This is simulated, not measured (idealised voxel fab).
Documented hereafter: the process module known as voxel ribs on slabs.
Cross-section cut spans 150 nm and uses square cells 5 nm in size.
Just so we're on the same page, the cross-sections are grids of square cells, and they're listed out in bands top to bottom, each band one or more rows deep.
This entry defines a band. It first specifies the height of the band's top and the height of its bottom in nm, and then specifies the band's materials from left to right, stating each material with its width in nm. The word "full width" identifies a single material that fills the band from edge to edge, while the word "air" identifies empty space.
Measure heights from 0. That's the level where, below it, the as-received wafer is all one material. The lowest band is bottomless and extends downward; write it as in "0 -> down".
With a width like "30->40", each row of cells in the band differs from the next by the same amount, the top row carrying the first number and the bottom row the second.
When a step is marked "same as before", none of the cells in the cross-section changed during that step.
In "Cavities, closed" the enclosed voids are listed, meaning empty spaces of 8 cells or larger without any opening to the top. The form is width x height at distance, distance from the left edge, units nm.
Formally, on a step line, whatever follows the settings is a remark that the simulator itself makes on the step.
A step line may carry the setting "overlay nm", which, for steps involving a mask, states the distance by which the mask lay to the right of its intended position; negative values denote displacement to the left.
-- These are the steps we planned for the process
1. RECEIVE with material Si
2. DIRECTIONAL_DEP with material SiO2, thk nm 25
3. DIRECTIONAL_DEP with material polySi, thk nm 15
4. DIRECTIONAL_DEP with material aC, thk nm 15
5. PATTERN with tone cover, mask id RIB, material resist, width nm 20, thk nm 30, overlay nm 0
6. DIRECTIONAL_ETCH with etch materials aC, depth nm 15
7. STRIP with etch materials resist
8. DIRECTIONAL_ETCH with etch materials polySi, depth nm 5
9. STRIP with etch materials aC
10. MASKED_ETCH with tone cover, mask id SLAB, width nm 70, etch materials polySi, depth nm 5, overlay nm 0
11. FILL_DEP with material SiO2, thk nm 30
12. CMP with height nm 60
13. DIRECTIONAL_DEP with material TiN, thk nm 10
14. PATTERN with tone cover, mask id HEATER, material resist, width nm 30, thk nm 15, overlay nm 0
15. DIRECTIONAL_ETCH with etch materials TiN, depth nm 10
16. STRIP with etch materials resist
17. CONFORMAL_DEP with material SiO2, thk nm 10
The plan's step 10 depth nm is the first wafer's value; the wafers differ in this setting and start identical.
-- Sectional view: first of several wafers, as received, after step 1
    0 -> down: Si full width
    Cavities, closed: none
-- Table: wafers, a row each; end-of-module cell change per material since receipt, gain (+), loss (-); then closed voids
depth nm 5 | +380 SiO2 | +12 TiN | +48 polySi | Cavities, closed: none
depth nm 10 | +396 SiO2 | +12 TiN | +32 polySi | Cavities, closed: none
depth nm 15 | +396 SiO2 | +12 TiN | +32 polySi | Cavities, closed: none
depth nm 20 | +396 SiO2 | +12 TiN | +32 polySi | Cavities, closed: none
depth nm 25 | +396 SiO2 | +12 TiN | +32 polySi | Cavities, closed: none
